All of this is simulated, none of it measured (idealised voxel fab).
The following process module bears the name voxel double patterning.
Section shown: cut. Width: 260 nm. Cell size: 5 nm, square.
In what follows, cross-sections appear as grids of square cells, described through bands that run from the top down, where every band is one or more rows of cells. Read a band's entry like this: the first values are the height of its top and the height of its bottom in nm, and what follows is the sequence of materials from left to right, each with its width in nm. Note that "air" is empty space, and that a single material marked "everywhere" reaches across the band from edge to edge. Height datum 0, below which the as-received substrate wafer is one material. Lowest band open at the bottom, running downward: "0 -> down". A width such as "30->40" changes by the same amount from each row of cells to the next, from the band's top row to its bottom row. For the purposes of this document, the phrase "nothing got changed" attached to a step denotes that no cell within the cross-section was modified by that step. "Closed void catalog" lists enclosed empty spaces (at least 8 cells, no open path upward to the top), each as width x height at distance from the left edge, in nm. Post-settings text on a step line: simulator's own remark regarding the step. "overlay nm", when on a step's line for a step with a mask, measures how far to the right of its planned place the mask lay; a negative measure means to the left.

[The steps planned for the process are as follows]
step 1: RECEIVE,material Si
step 2: CONFORMAL_DEP,material SiO2,thk nm 5
step 3: DIRECTIONAL_DEP,material TiN,thk nm 15
step 4: DIRECTIONAL_DEP,material SiCN,thk nm 10
step 5: MASKED_ETCH,tone open,mask id FIRST,width nm 15,pitch nm 50,etch materials SiCN,depth nm 10,overlay nm 0
step 6: MASKED_ETCH,tone open,mask id SECOND,width nm 15,pitch nm 50,etch materials SiCN,depth nm 10,overlay nm -15
step 7: DIRECTIONAL_ETCH,etch materials TiN,depth nm 15
step 8: STRIP,etch materials SiCN
Don't read the plan's overlay nm for step 6 as applying to every wafer: that's the first wafer's value, and the wafers differ in it, though they all start identical.

[As-received cross-section, first of several wafers, post step 1]
	0 -> down = Si everywhere
	Closed void catalog: none

[Tabulated below, wafer by wafer, are the end-of-module results: for each material, the number of cells gained (+) or lost (-) relative to the as-received state, followed by the closed voids]
overlay nm -15, +52 SiO2, +117 TiN, Closed void catalog: none
overlay nm -10, +52 SiO2, +111 TiN, Closed void catalog: none
overlay nm -5, +52 SiO2, +111 TiN, Closed void catalog: none
overlay nm 0, +52 SiO2, +111 TiN, Closed void catalog: none
overlay nm 5, +52 SiO2, +111 TiN, Closed void catalog: none
overlay nm 10, +52 SiO2, +111 TiN, Closed void catalog: none
overlay nm 15, +52 SiO2, +117 TiN, Closed void catalog: none
